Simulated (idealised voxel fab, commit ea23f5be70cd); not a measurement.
Process module in this document: voxel transistor to metal
Cross-sectional view cut (width: 150 nm; square cell size: 5 nm).
Reading order for cross-sections: top band down to bottom band. Underlying form: a grid of square cells. Band size: one or more rows of cells.
In this notation a band is specified by the heights of its top and bottom, in that order and in nm, after which its materials appear from left to right, each paired with its width in nm. The word "full width" attached to a single material means that material fills the band from edge to edge; the word "blank" stands for empty space.
The reference from which all heights are counted is 0, the level beneath which the as-received wafer is entirely one material; the lowest band, having no lower bound, proceeds downward and is written after the example "top 0, no bottom".
Note: "30 to 40" means the width goes from the first number (top row of the band) to the second number (bottom row) in equal steps per row of cells.
The cross-section has no changed cell in any step marked "no change occurred".
Enclosed voids (no open way to top), threshold 8 cells or more, entry "Sealed-off cavities", notation width x height at distance, distance from left edge, nm.
What comes after the settings on a step's line is commentary from the simulator itself on that step.
Steps that use a mask can have "overlay nm" on their line. It says how far the mask sat to the right of where it was meant to be. Negative means to the left.
Read each pair as before and after one process step. The after cross-section shows only down to the lowest band that changed. The step between them and its settings are given below the pair. Pairs can come from different runs of this module on the same starting wafer. A pair continues from the pair above only where its "State on entry" entry says so.

STATE ON ENTRY
* top 110, bottom 90: 20 of resist  20 of blank  65 of resist  20 of blank  25 of resist
* top 90, bottom 55: lowk full width
* top 55, bottom 50: SiCN full width
* top 50, bottom 35: 15 of lowk  5 of SiCN  20 of W  5 of SiCN  55 of lowk  5 of SiCN  20 of W  5 of SiCN  20 of lowk
* top 35, bottom 30: 20 of SiCN  20 of TiN  65 of SiCN  20 of TiN  25 of SiCN
* top 30, bottom 20: 20 of SiO2  5 of TiN  10 of W  5 of TiN  65 of SiO2  5 of TiN  10 of W  5 of TiN  25 of SiO2
* top 20, bottom 0: 20 of SiO2  5 of TiN  10 of W  5 of TiN  15 of SiO2  5 of SiN  5 of HfO2  5 of TiN  10 of W  5 of TiN  5 of HfO2  5 of SiN  10 of SiO2  5 of TiN  10 of W  5 of TiN  25 of SiO2
* top 0, bottom -5: 10 of SiO2  5 of SiN  5 of SiO2  20 of TiN  15 of SiO2  5 of SiN  5 of HfO2  20 of TiN  5 of HfO2  5 of SiN  10 of SiO2  20 of TiN  5 of SiO2  5 of SiN  15 of SiO2
* top -5, bottom -10: 15 of SiO2  40 of nSi  40 of HfO2  35 of nSi  20 of SiO2
* top -10, bottom -35: 20 of SiO2  105 of Si  25 of SiO2
* top -35, no bottom: Si full width
* Sealed-off cavities: none

POST-STEP SNAPSHOT
* top 110, bottom 90: 20 of resist  20 of blank  65 of resist  20 of blank  25 of resist
* top 90, bottom 70: 20 of lowk  20 of blank  65 of lowk  20 of blank  25 of lowk
* Everything under 70 stays put, no change at all.
* Sealed-off cavities: none
The two cross-sections above bracket this step: DIRECTIONAL_ETCH: etch materials lowk, depth nm 20

State on entry: we pick up right where the pair above leaves off, with its after cross-section.

POST-STEP SNAPSHOT
* top 90, bottom 70: 20 of lowk  20 of blank  65 of lowk  20 of blank  25 of lowk
* Everything under 70 stays put, no change at all.
* Sealed-off cavities: none
The two cross-sections above bracket this step: STRIP: etch materials resist

State on entry: we pick up right where the pair above leaves off, with its after cross-section.

POST-STEP SNAPSHOT
* top 105, bottom 90: 20 of aC  20 of blank  65 of aC  20 of blank  25 of aC
* top 90, bottom 85: 20 of lowk  20 of blank  65 of lowk  20 of blank  25 of lowk
* top 85, bottom 70: 20 of lowk  20 of aC  65 of lowk  20 of aC  25 of lowk
* Everything under 70 stays put, no change at all.
* Sealed-off cavities: none
The two cross-sections above bracket this step: DIRECTIONAL_DEP: material aC, thk nm 15

State on entry: we pick up right where the pair above leaves off, with its after cross-section.

POST-STEP SNAPSHOT
* top 140, bottom 105: 20 of resist  15 of blank  70 of resist  15 of blank  30 of resist
* top 105, bottom 90: 20 of aC  15 of blank  5 of resist  65 of aC  15 of blank  5 of resist  25 of aC
* top 90, bottom 85: 20 of lowk  15 of blank  5 of resist  65 of lowk  15 of blank  5 of resist  25 of lowk
* Everything under 85 stays put, no change at all.
* Sealed-off cavities: none
The two cross-sections above bracket this step: PATTERN: tone open, mask id METAL_2_HOLES, material resist, width nm 15, pitch nm 85, thk nm 35, overlay nm 0

State on entry: we pick up right where the pair above leaves off, with its after cross-section.

POST-STEP SNAPSHOT
* top 125, bottom 105: 20 of resist  15 of blank  70 of resist  15 of blank  30 of resist
* top 105, bottom 90: 20 of aC  15 of blank  5 of resist  65 of aC  15 of blank  5 of resist  25 of aC
* top 90, bottom 85: 20 of lowk  15 of blank  5 of resist  65 of lowk  15 of blank  5 of resist  25 of lowk
* top 85, bottom 70: 20 of lowk  15 of blank  5 of aC  65 of lowk  15 of blank  5 of aC  25 of lowk
* Everything under 70 stays put, no change at all.
* Sealed-off cavities: none
The two cross-sections above bracket this step: DIRECTIONAL_ETCH: etch materials aC, depth nm 15

State on entry: we pick up right where the pair above leaves off, with its after cross-section.

POST-STEP SNAPSHOT
* top 105, bottom 90: 20 of aC  20 of blank  65 of aC  20 of blank  25 of aC
* top 90, bottom 85: 20 of lowk  20 of blank  65 of lowk  20 of blank  25 of lowk
* Everything under 85 stays put, no change at all.
* Sealed-off cavities: none
The two cross-sections above bracket this step: STRIP: etch materials resist

State on entry: we pick up right where the pair above leaves off, with its after cross-section.

POST-STEP SNAPSHOT
* top 105, bottom 90: 20 of aC  20 of blank  65 of aC  20 of blank  25 of aC
* top 90, bottom 85: 20 of lowk  20 of blank  65 of lowk  20 of blank  25 of lowk
* top 85, bottom 70: 20 of lowk  15 of blank  5 of aC  65 of lowk  15 of blank  5 of aC  25 of lowk
* top 70, bottom 55: 20 of lowk  15 of blank  70 of lowk  15 of blank  30 of lowk
* Everything under 55 stays put, no change at all.
* Sealed-off cavities: none
The two cross-sections above bracket this step: DIRECTIONAL_ETCH: etch materials lowk, depth nm 15

State on entry: we pick up right where the pair above leaves off, with its after cross-section.

POST-STEP SNAPSHOT
* top 105, bottom 90: 20 of aC  20 of blank  65 of aC  20 of blank  25 of aC
* top 90, bottom 85: 20 of lowk  20 of blank  65 of lowk  20 of blank  25 of lowk
* top 85, bottom 70: 20 of lowk  15 of blank  5 of aC  65 of lowk  15 of blank  5 of aC  25 of lowk
* top 70, bottom 55: 20 of lowk  15 of blank  70 of lowk  15 of blank  30 of lowk
* top 55, bottom 50: 20 of SiCN  15 of blank  70 of SiCN  15 of blank  30 of SiCN
* Everything under 50 stays put, no change at all.
* Sealed-off cavities: none
The two cross-sections above bracket this step: DIRECTIONAL_ETCH: etch materials SiCN, depth nm 5

State on entry: we pick up right where the pair above leaves off, with its after cross-section.

POST-STEP SNAPSHOT
* top 90, bottom 70: 20 of lowk  20 of blank  65 of lowk  20 of blank  25 of lowk
* Everything under 70 stays put, no change at all.
* Sealed-off cavities: none
The two cross-sections above bracket this step: STRIP: etch materials aC

State on entry: we pick up right where the pair above leaves off, with its after cross-section.

POST-STEP SNAPSHOT
* top 95, bottom 90: 25 of TiN  10 of blank  75 of TiN  10 of blank  30 of TiN
* top 90, bottom 75: 20 of lowk  5 of TiN  10 of blank  5 of TiN  65 of lowk  5 of TiN  10 of blank  5 of TiN  25 of lowk
* top 75, bottom 70: 20 of lowk  5 of TiN  5 of blank  10 of TiN  65 of lowk  5 of TiN  5 of blank  10 of TiN  25 of lowk
* top 70, bottom 55: 20 of lowk  5 of TiN  5 of blank  5 of TiN  70 of lowk  5 of TiN  5 of blank  5 of TiN  30 of lowk
* top 55, bottom 50: 20 of SiCN  15 of TiN  70 of SiCN  15 of TiN  30 of SiCN
* Everything under 50 stays put, no change at all.
* Sealed-off cavities: none
The two cross-sections above bracket this step: CONFORMAL_DEP: material TiN, thk nm 5

State on entry: we pick up right where the pair above leaves off, with its after cross-section.

POST-STEP SNAPSHOT
* top 105, bottom 95: Cu full width
* top 95, bottom 90: 25 of TiN  10 of Cu  75 of TiN  10 of Cu  30 of TiN
* top 90, bottom 75: 20 of lowk  5 of TiN  10 of Cu  5 of TiN  65 of lowk  5 of TiN  10 of Cu  5 of TiN  25 of lowk
* top 75, bottom 70: 20 of lowk  5 of TiN  5 of Cu  10 of TiN  65 of lowk  5 of TiN  5 of Cu  10 of TiN  25 of lowk
* top 70, bottom 55: 20 of lowk  5 of TiN  5 of Cu  5 of TiN  70 of lowk  5 of TiN  5 of Cu  5 of TiN  30 of lowk
* Everything under 55 stays put, no change at all.
* Sealed-off cavities: none
The two cross-sections above bracket this step: FILL_DEP: material Cu, thk nm 10

State on entry: we pick up right where the pair above leaves off, with its after cross-section.

POST-STEP SNAPSHOT
* top 90, bottom 75: 20 of lowk  5 of TiN  10 of Cu  5 of TiN  65 of lowk  5 of TiN  10 of Cu  5 of TiN  25 of lowk
* Everything under 75 stays put, no change at all.
* Sealed-off cavities: none
The two cross-sections above bracket this step: CMP: height nm 90

State on entry: we pick up right where the pair above leaves off, with its after cross-section.

POST-STEP SNAPSHOT
* top 95, bottom 90: SiCN full width
* Everything under 90 stays put, no change at all.
* Sealed-off cavities: none
The two cross-sections above bracket this step: CONFORMAL_DEP: material SiCN, thk nm 5

STATE ON ENTRY
* top 65, bottom 50: aC full width
* top 50, bottom 35: W full width
* top 35, bottom 30: TiN full width
* top 30, bottom 20: 20 of SiO2  5 of TiN  10 of W  5 of TiN  65 of SiO2  5 of TiN  10 of W  5 of TiN  25 of SiO2
* top 20, bottom 0: 20 of SiO2  5 of TiN  10 of W  5 of TiN  15 of SiO2  5 of SiN  5 of HfO2  5 of TiN  5 of W  5 of TiN  5 of HfO2  5 of SiN  15 of SiO2  5 of TiN  10 of W  5 of TiN  25 of SiO2
* top 0, bottom -5: 10 of SiO2  5 of SiN  5 of SiO2  20 of TiN  15 of SiO2  5 of SiN  5 of HfO2  15 of TiN  5 of HfO2  5 of SiN  15 of SiO2  20 of TiN  5 of SiO2  5 of SiN  15 of SiO2
* top -5, bottom -10: 15 of SiO2  40 of nSi  35 of HfO2  40 of nSi  20 of SiO2
* top -10, bottom -35: 20 of SiO2  105 of Si  25 of SiO2
* top -35, no bottom: Si full width
* Sealed-off cavities: none

POST-STEP SNAPSHOT
* top 95, bottom 65: 25 of blank  20 of resist  65 of blank  20 of resist  20 of blank
* Everything under 65 stays put, no change at all.
* Sealed-off cavities: none
The two cross-sections above bracket this step: PATTERN: tone cover, mask id METAL_1, material resist, width nm 20, pitch nm 85, thk nm 30, overlay nm 5

State on entry: we pick up right where the pair above leaves off, with its after cross-section.

POST-STEP SNAPSHOT
* top 80, bottom 65: 25 of blank  20 of resist  65 of blank  20 of resist  20 of blank
* top 65, bottom 50: 25 of blank  20 of aC  65 of blank  20 of aC  20 of blank
* Everything under 50 stays put, no change at all.
* Sealed-off cavities: none
The two cross-sections above bracket this step: DIRECTIONAL_ETCH: etch materials aC, depth nm 15

State on entry: we pick up right where the pair above leaves off, with its after cross-section.

POST-STEP SNAPSHOT
* top 65, bottom 50: 25 of blank  20 of aC  65 of blank  20 of aC  20 of blank
* Everything under 50 stays put, no change at all.
* Sealed-off cavities: none
The two cross-sections above bracket this step: STRIP: etch materials resist

State on entry: we pick up right where the pair above leaves off, with its after cross-section.

POST-STEP SNAPSHOT
* top 65, bottom 50: 25 of blank  20 of aC  65 of blank  20 of aC  20 of blank
* top 50, bottom 35: 25 of blank  20 of W  65 of blank  20 of W  20 of blank
* Everything under 35 stays put, no change at all.
* Sealed-off cavities: none
The two cross-sections above bracket this step: DIRECTIONAL_ETCH: etch materials W, depth nm 15

State on entry: we pick up right where the pair above leaves off, with its after cross-section.

POST-STEP SNAPSHOT
* top 65, bottom 50: 25 of blank  20 of aC  65 of blank  20 of aC  20 of blank
* top 50, bottom 35: 25 of blank  20 of W  65 of blank  20 of W  20 of blank
* top 35, bottom 30: 25 of blank  20 of TiN  65 of blank  20 of TiN  20 of blank
* Everything under 30 stays put, no change at all.
* Sealed-off cavities: none
The two cross-sections above bracket this step: DIRECTIONAL_ETCH: etch materials TiN, depth nm 5

State on entry: we pick up right where the pair above leaves off, with its after cross-section.

POST-STEP SNAPSHOT
* top 50, bottom 35: 25 of blank  20 of W  65 of blank  20 of W  20 of blank
* Everything under 35 stays put, no change at all.
* Sealed-off cavities: none
The two cross-sections above bracket this step: STRIP: etch materials aC

State on entry: we pick up right where the pair above leaves off, with its after cross-section.

POST-STEP SNAPSHOT
* top 55, bottom 50: 20 of blank  30 of SiCN  55 of blank  30 of SiCN  15 of blank
* top 50, bottom 35: 20 of blank  5 of SiCN  20 of W  5 of SiCN  55 of blank  5 of SiCN  20 of W  5 of SiCN  15 of blank
* top 35, bottom 30: 25 of SiCN  20 of TiN  65 of SiCN  20 of TiN  20 of SiCN
* Everything under 30 stays put, no change at all.
* Sealed-off cavities: none
The two cross-sections above bracket this step: CONFORMAL_DEP: material SiCN, thk nm 5

State on entry: we pick up right where the pair above leaves off, with its after cross-section.

POST-STEP SNAPSHOT
* top 65, bottom 55: lowk full width
* top 55, bottom 50: 20 of lowk  30 of SiCN  55 of lowk  30 of SiCN  15 of lowk
* top 50, bottom 35: 20 of lowk  5 of SiCN  20 of W  5 of SiCN  55 of lowk  5 of SiCN  20 of W  5 of SiCN  15 of lowk
* Everything under 35 stays put, no change at all.
* Sealed-off cavities: none
The two cross-sections above bracket this step: FILL_DEP: material lowk, thk nm 10

State on entry: we pick up right where the pair above leaves off, with its after cross-section.

POST-STEP SNAPSHOT
* top 50, bottom 35: 20 of lowk  5 of SiCN  20 of W  5 of SiCN  55 of lowk  5 of SiCN  20 of W  5 of SiCN  15 of lowk
* Everything under 35 stays put, no change at all.
* Sealed-off cavities: none
The two cross-sections above bracket this step: CMP: height nm 50

State on entry: we pick up right where the pair above leaves off, with its after cross-section.

POST-STEP SNAPSHOT
* top 55, bottom 50: SiCN full width
* Everything under 50 stays put, no change at all.
* Sealed-off cavities: none
The two cross-sections above bracket this step: CONFORMAL_DEP: material SiCN, thk nm 5

State on entry: we pick up right where the pair above leaves off, with its after cross-section.

POST-STEP SNAPSHOT
* top 90, bottom 55: lowk full width
* Everything under 55 stays put, no change at all.
* Sealed-off cavities: none
The two cross-sections above bracket this step: DIRECTIONAL_DEP: material lowk, thk nm 35

State on entry: we pick up right where the pair above leaves off, with its after cross-section.

POST-STEP SNAPSHOT
* top 110, bottom 90: 20 of resist  20 of blank  65 of resist  20 of blank  25 of resist
* Everything under 90 stays put, no change at all.
* Sealed-off cavities: none
The two cross-sections above bracket this step: PATTERN: tone open, mask id METAL_2, material resist, width nm 20, pitch nm 85, thk nm 20, overlay nm 0

State on entry: we pick up right where the pair above leaves off, with its after cross-section.

POST-STEP SNAPSHOT
* top 110, bottom 90: 20 of resist  20 of blank  65 of resist  20 of blank  25 of resist
* top 90, bottom 70: 20 of lowk  20 of blank  65 of lowk  20 of blank  25 of lowk
* Everything under 70 stays put, no change at all.
* Sealed-off cavities: none
The two cross-sections above bracket this step: DIRECTIONAL_ETCH: etch materials lowk, depth nm 20

State on entry: we pick up right where the pair above leaves off, with its after cross-section.

POST-STEP SNAPSHOT
* top 90, bottom 70: 20 of lowk  20 of blank  65 of lowk  20 of blank  25 of lowk
* Everything under 70 stays put, no change at all.
* Sealed-off cavities: none
The two cross-sections above bracket this step: STRIP: etch materials resist

State on entry: we pick up right where the pair above leaves off, with its after cross-section.

POST-STEP SNAPSHOT
* top 105, bottom 90: 20 of aC  20 of blank  65 of aC  20 of blank  25 of aC
* top 90, bottom 85: 20 of lowk  20 of blank  65 of lowk  20 of blank  25 of lowk
* top 85, bottom 70: 20 of lowk  20 of aC  65 of lowk  20 of aC  25 of lowk
* Everything under 70 stays put, no change at all.
* Sealed-off cavities: none
The two cross-sections above bracket this step: DIRECTIONAL_DEP: material aC, thk nm 15

State on entry: we pick up right where the pair above leaves off, with its after cross-section.

POST-STEP SNAPSHOT
* top 140, bottom 105: 20 of resist  15 of blank  70 of resist  15 of blank  30 of resist
* top 105, bottom 90: 20 of aC  15 of blank  5 of resist  65 of aC  15 of blank  5 of resist  25 of aC
* top 90, bottom 85: 20 of lowk  15 of blank  5 of resist  65 of lowk  15 of blank  5 of resist  25 of lowk
* Everything under 85 stays put, no change at all.
* Sealed-off cavities: none
The two cross-sections above bracket this step: PATTERN: tone open, mask id METAL_2_HOLES, material resist, width nm 15, pitch nm 85, thk nm 35, overlay nm 0

State on entry: we pick up right where the pair above leaves off, with its after cross-section.

POST-STEP SNAPSHOT
* top 125, bottom 105: 20 of resist  15 of blank  70 of resist  15 of blank  30 of resist
* top 105, bottom 90: 20 of aC  15 of blank  5 of resist  65 of aC  15 of blank  5 of resist  25 of aC
* top 90, bottom 85: 20 of lowk  15 of blank  5 of resist  65 of lowk  15 of blank  5 of resist  25 of lowk
* top 85, bottom 70: 20 of lowk  15 of blank  5 of aC  65 of lowk  15 of blank  5 of aC  25 of lowk
* Everything under 70 stays put, no change at all.
* Sealed-off cavities: none
The two cross-sections above bracket this step: DIRECTIONAL_ETCH: etch materials aC, depth nm 15

State on entry: we pick up right where the pair above leaves off, with its after cross-section.

POST-STEP SNAPSHOT
* top 105, bottom 90: 20 of aC  20 of blank  65 of aC  20 of blank  25 of aC
* top 90, bottom 85: 20 of lowk  20 of blank  65 of lowk  20 of blank  25 of lowk
* Everything under 85 stays put, no change at all.
* Sealed-off cavities: none
The two cross-sections above bracket this step: STRIP: etch materials resist

State on entry: we pick up right where the pair above leaves off, with its after cross-section.

POST-STEP SNAPSHOT
* top 105, bottom 90: 20 of aC  20 of blank  65 of aC  20 of blank  25 of aC
* top 90, bottom 85: 20 of lowk  20 of blank  65 of lowk  20 of blank  25 of lowk
* top 85, bottom 70: 20 of lowk  15 of blank  5 of aC  65 of lowk  15 of blank  5 of aC  25 of lowk
* top 70, bottom 55: 20 of lowk  15 of blank  70 of lowk  15 of blank  30 of lowk
* Everything under 55 stays put, no change at all.
* Sealed-off cavities: none
The two cross-sections above bracket this step: DIRECTIONAL_ETCH: etch materials lowk, depth nm 15

State on entry: we pick up right where the pair above leaves off, with its after cross-section.

POST-STEP SNAPSHOT
* top 105, bottom 90: 20 of aC  20 of blank  65 of aC  20 of blank  25 of aC
* top 90, bottom 85: 20 of lowk  20 of blank  65 of lowk  20 of blank  25 of lowk
* top 85, bottom 70: 20 of lowk  15 of blank  5 of aC  65 of lowk  15 of blank  5 of aC  25 of lowk
* top 70, bottom 55: 20 of lowk  15 of blank  70 of lowk  15 of blank  30 of lowk
* top 55, bottom 50: 20 of SiCN  15 of blank  70 of SiCN  15 of blank  30 of SiCN
* Everything under 50 stays put, no change at all.
* Sealed-off cavities: none
The two cross-sections above bracket this step: DIRECTIONAL_ETCH: etch materials SiCN, depth nm 5

State on entry: we pick up right where the pair above leaves off, with its after cross-section.

POST-STEP SNAPSHOT
* top 90, bottom 70: 20 of lowk  20 of blank  65 of lowk  20 of blank  25 of lowk
* Everything under 70 stays put, no change at all.
* Sealed-off cavities: none
The two cross-sections above bracket this step: STRIP: etch materials aC

State on entry: we pick up right where the pair above leaves off, with its after cross-section.

POST-STEP SNAPSHOT
* top 95, bottom 90: 25 of TiN  10 of blank  75 of TiN  10 of blank  30 of TiN
* top 90, bottom 75: 20 of lowk  5 of TiN  10 of blank  5 of TiN  65 of lowk  5 of TiN  10 of blank  5 of TiN  25 of lowk
* top 75, bottom 70: 20 of lowk  5 of TiN  5 of blank  10 of TiN  65 of lowk  5 of TiN  5 of blank  10 of TiN  25 of lowk
* top 70, bottom 55: 20 of lowk  5 of TiN  5 of blank  5 of TiN  70 of lowk  5 of TiN  5 of blank  5 of TiN  30 of lowk
* top 55, bottom 50: 20 of SiCN  15 of TiN  70 of SiCN  15 of TiN  30 of SiCN
* Everything under 50 stays put, no change at all.
* Sealed-off cavities: none
The two cross-sections above bracket this step: CONFORMAL_DEP: material TiN, thk nm 5

State on entry: we pick up right where the pair above leaves off, with its after cross-section.

POST-STEP SNAPSHOT
* top 105, bottom 95: Cu full width
* top 95, bottom 90: 25 of TiN  10 of Cu  75 of TiN  10 of Cu  30 of TiN
* top 90, bottom 75: 20 of lowk  5 of TiN  10 of Cu  5 of TiN  65 of lowk  5 of TiN  10 of Cu  5 of TiN  25 of lowk
* top 75, bottom 70: 20 of lowk  5 of TiN  5 of Cu  10 of TiN  65 of lowk  5 of TiN  5 of Cu  10 of TiN  25 of lowk
* top 70, bottom 55: 20 of lowk  5 of TiN  5 of Cu  5 of TiN  70 of lowk  5 of TiN  5 of Cu  5 of TiN  30 of lowk
* Everything under 55 stays put, no change at all.
* Sealed-off cavities: none
The two cross-sections above bracket this step: FILL_DEP: material Cu, thk nm 10

State on entry: we pick up right where the pair above leaves off, with its after cross-section.

POST-STEP SNAPSHOT
* top 90, bottom 75: 20 of lowk  5 of TiN  10 of Cu  5 of TiN  65 of lowk  5 of TiN  10 of Cu  5 of TiN  25 of lowk
* Everything under 75 stays put, no change at all.
* Sealed-off cavities: none
The two cross-sections above bracket this step: CMP: height nm 90

State on entry: we pick up right where the pair above leaves off, with its after cross-section.

POST-STEP SNAPSHOT
* top 95, bottom 90: SiCN full width
* Everything under 90 stays put, no change at all.
* Sealed-off cavities: none
The two cross-sections above bracket this step: CONFORMAL_DEP: material SiCN, thk nm 5

STATE ON ENTRY
* top 35, bottom 30: 45 of blank  25 of TiN  5 of blank  25 of TiN  50 of blank
* top 30, bottom 25: 50 of TiN  15 of HfO2  5 of TiN  5 of blank  5 of TiN  15 of HfO2  55 of TiN
* top 25, bottom 20: 55 of HfO2  5 of SiN  5 of HfO2  5 of TiN  5 of blank  5 of TiN  5 of HfO2  5 of SiN  60 of HfO2
* top 20, bottom 0: 55 of SiO2  5 of SiN  5 of HfO2  5 of TiN  5 of blank  5 of TiN  5 of HfO2  5 of SiN  60 of SiO2
* top 0, bottom -5: 10 of SiO2  5 of SiN  40 of SiO2  5 of SiN  5 of HfO2  15 of TiN  5 of HfO2  5 of SiN  40 of SiO2  5 of SiN  15 of SiO2
* top -5, bottom -10: 15 of SiO2  40 of nSi  35 of HfO2  40 of nSi  20 of SiO2
* top -10, bottom -35: 20 of SiO2  105 of Si  25 of SiO2
* top -35, no bottom: Si full width
* Sealed-off cavities: none

POST-STEP SNAPSHOT
* top 40, bottom 35: Cu full width
* top 35, bottom 30: 45 of Cu  25 of TiN  5 of Cu  25 of TiN  50 of Cu
* top 30, bottom 25: 50 of TiN  15 of HfO2  5 of TiN  5 of Cu  5 of TiN  15 of HfO2  55 of TiN
* top 25, bottom 20: 55 of HfO2  5 of SiN  5 of HfO2  5 of TiN  5 of Cu  5 of TiN  5 of HfO2  5 of SiN  60 of HfO2
* top 20, bottom 0: 55 of SiO2  5 of SiN  5 of HfO2  5 of TiN  5 of Cu  5 of TiN  5 of HfO2  5 of SiN  60 of SiO2
* Everything under 0 stays put, no change at all.
* Sealed-off cavities: none
The two cross-sections above bracket this step: FILL_DEP: material Cu, thk nm 5

State on entry: we pick up right where the pair above leaves off, with its after cross-section.

POST-STEP SNAPSHOT
* top 20, bottom 0: 55 of SiO2  5 of SiN  5 of HfO2  5 of TiN  5 of Cu  5 of TiN  5 of HfO2  5 of SiN  60 of SiO2
* Everything under 0 stays put, no change at all.
* Sealed-off cavities: none
The two cross-sections above bracket this step: CMP: height nm 20

State on entry: we pick up right where the pair above leaves off, with its after cross-section.

POST-STEP SNAPSHOT
* top 30, bottom 20: SiO2 full width
* Everything under 20 stays put, no change at all.
* Sealed-off cavities: none
The two cross-sections above bracket this step: DIRECTIONAL_DEP: material SiO2, thk nm 10

State on entry: we pick up right where the pair above leaves off, with its after cross-section.

POST-STEP SNAPSHOT
* top 40, bottom 30: aC full width
* Everything under 30 stays put, no change at all.
* Sealed-off cavities: none
The two cross-sections above bracket this step: DIRECTIONAL_DEP: material aC, thk nm 10

State on entry: we pick up right where the pair above leaves off, with its after cross-section.

POST-STEP SNAPSHOT
* top 65, bottom 40: 20 of resist  20 of blank  65 of resist  20 of blank  25 of resist
* Everything under 40 stays put, no change at all.
* Sealed-off cavities: none
The two cross-sections above bracket this step: PATTERN: tone open, mask id CONTACT, material resist, width nm 20, pitch nm 85, thk nm 25, overlay nm 0

State on entry: we pick up right where the pair above leaves off, with its after cross-section.

POST-STEP SNAPSHOT
* top 55, bottom 40: 20 of resist  20 of blank  65 of resist  20 of blank  25 of resist
* top 40, bottom 30: 20 of aC  20 of blank  65 of aC  20 of blank  25 of aC
* Everything under 30 stays put, no change at all.
* Sealed-off cavities: none
The two cross-sections above bracket this step: DIRECTIONAL_ETCH: etch materials aC, depth nm 10

State on entry: we pick up right where the pair above leaves off, with its after cross-section.

POST-STEP SNAPSHOT
* top 40, bottom 30: 20 of aC  20 of blank  65 of aC  20 of blank  25 of aC
* Everything under 30 stays put, no change at all.
* Sealed-off cavities: none
The two cross-sections above bracket this step: STRIP: etch materials resist

State on entry: we pick up right where the pair above leaves off, with its after cross-section.

POST-STEP SNAPSHOT
* top 40, bottom 30: 20 of aC  20 of blank  65 of aC  20 of blank  25 of aC
* top 30, bottom 20: 20 of SiO2  20 of blank  65 of SiO2  20 of blank  25 of SiO2
* top 20, bottom 0: 20 of SiO2  20 of blank  15 of SiO2  5 of SiN  5 of HfO2  5 of TiN  5 of Cu  5 of TiN  5 of HfO2  5 of SiN  15 of SiO2  20 of blank  25 of SiO2
* top 0, bottom -5: 10 of SiO2  5 of SiN  5 of SiO2  20 of blank  15 of SiO2  5 of SiN  5 of HfO2  15 of TiN  5 of HfO2  5 of SiN  15 of SiO2  20 of blank  5 of SiO2  5 of SiN  15 of SiO2
* Everything under -5 stays put, no change at all.
* Sealed-off cavities: none
The two cross-sections above bracket this step: DIRECTIONAL_ETCH: etch materials SiO2, depth nm 35

State on entry: we pick up right where the pair above leaves off, with its after cross-section.

POST-STEP SNAPSHOT
* top 30, bottom 20: 20 of SiO2  20 of blank  65 of SiO2  20 of blank  25 of SiO2
* Everything under 20 stays put, no change at all.
* Sealed-off cavities: none
The two cross-sections above bracket this step: STRIP: etch materials aC

State on entry: we pick up right where the pair above leaves off, with its after cross-section.

POST-STEP SNAPSHOT
* top 35, bottom 30: 25 of TiN  10 of blank  75 of TiN  10 of blank  30 of TiN
* top 30, bottom 20: 20 of SiO2  5 of TiN  10 of blank  5 of TiN  65 of SiO2  5 of TiN  10 of blank  5 of TiN  25 of SiO2
* top 20, bottom 0: 20 of SiO2  5 of TiN  10 of blank  5 of TiN  15 of SiO2  5 of SiN  5 of HfO2  5 of TiN  5 of Cu  5 of TiN  5 of HfO2  5 of SiN  15 of SiO2  5 of TiN  10 of blank  5 of TiN  25 of SiO2
* top 0, bottom -5: 10 of SiO2  5 of SiN  5 of SiO2  20 of TiN  15 of SiO2  5 of SiN  5 of HfO2  15 of TiN  5 of HfO2  5 of SiN  15 of SiO2  20 of TiN  5 of SiO2  5 of SiN  15 of SiO2
* Everything under -5 stays put, no change at all.
* Sealed-off cavities: none
The two cross-sections above bracket this step: CONFORMAL_DEP: material TiN, thk nm 5

State on entry: we pick up right where the pair above leaves off, with its after cross-section.

POST-STEP SNAPSHOT
* top 45, bottom 35: W full width
* top 35, bottom 30: 25 of TiN  10 of W  75 of TiN  10 of W  30 of TiN
* top 30, bottom 20: 20 of SiO2  5 of TiN  10 of W  5 of TiN  65 of SiO2  5 of TiN  10 of W  5 of TiN  25 of SiO2
* top 20, bottom 0: 20 of SiO2  5 of TiN  10 of W  5 of TiN  15 of SiO2  5 of SiN  5 of HfO2  5 of TiN  5 of Cu  5 of TiN  5 of HfO2  5 of SiN  15 of SiO2  5 of TiN  10 of W  5 of TiN  25 of SiO2
* Everything under 0 stays put, no change at all.
* Sealed-off cavities: none
The two cross-sections above bracket this step: FILL_DEP: material W, thk nm 10

State on entry: we pick up right where the pair above leaves off, with its after cross-section.

POST-STEP SNAPSHOT
* top 30, bottom 20: 20 of SiO2  5 of TiN  10 of W  5 of TiN  65 of SiO2  5 of TiN  10 of W  5 of TiN  25 of SiO2
* Everything under 20 stays put, no change at all.
* Sealed-off cavities: none
The two cross-sections above bracket this step: CMP: height nm 30

State on entry: we pick up right where the pair above leaves off, with its after cross-section.

POST-STEP SNAPSHOT
* top 35, bottom 30: TiN full width
* Everything under 30 stays put, no change at all.
* Sealed-off cavities: none
The two cross-sections above bracket this step: DIRECTIONAL_DEP: material TiN, thk nm 5

State on entry: we pick up right where the pair above leaves off, with its after cross-section.

POST-STEP SNAPSHOT
* top 50, bottom 35: W full width
* Everything under 35 stays put, no change at all.
* Sealed-off cavities: none
The two cross-sections above bracket this step: DIRECTIONAL_DEP: material W, thk nm 15

State on entry: we pick up right where the pair above leaves off, with its after cross-section.

POST-STEP SNAPSHOT
* top 65, bottom 50: aC full width
* Everything under 50 stays put, no change at all.
* Sealed-off cavities: none
The two cross-sections above bracket this step: DIRECTIONAL_DEP: material aC, thk nm 15

State on entry: we pick up right where the pair above leaves off, with its after cross-section.

POST-STEP SNAPSHOT
* top 95, bottom 65: 20 of blank  20 of resist  65 of blank  20 of resist  25 of blank
* Everything under 65 stays put, no change at all.
* Sealed-off cavities: none
The two cross-sections above bracket this step: PATTERN: tone cover, mask id METAL_1, material resist, width nm 20, pitch nm 85, thk nm 30, overlay nm 0

State on entry: we pick up right where the pair above leaves off, with its after cross-section.

POST-STEP SNAPSHOT
* top 80, bottom 65: 20 of blank  20 of resist  65 of blank  20 of resist  25 of blank
* top 65, bottom 50: 20 of blank  20 of aC  65 of blank  20 of aC  25 of blank
* Everything under 50 stays put, no change at all.
* Sealed-off cavities: none
The two cross-sections above bracket this step: DIRECTIONAL_ETCH: etch materials aC, depth nm 15

State on entry: we pick up right where the pair above leaves off, with its after cross-section.

POST-STEP SNAPSHOT
* top 65, bottom 50: 20 of blank  20 of aC  65 of blank  20 of aC  25 of blank
* Everything under 50 stays put, no change at all.
* Sealed-off cavities: none
The two cross-sections above bracket this step: STRIP: etch materials resist

State on entry: we pick up right where the pair above leaves off, with its after cross-section.

POST-STEP SNAPSHOT
* top 65, bottom 50: 20 of blank  20 of aC  65 of blank  20 of aC  25 of blank
* top 50, bottom 35: 20 of blank  20 of W  65 of blank  20 of W  25 of blank
* Everything under 35 stays put, no change at all.
* Sealed-off cavities: none
The two cross-sections above bracket this step: DIRECTIONAL_ETCH: etch materials W, depth nm 15
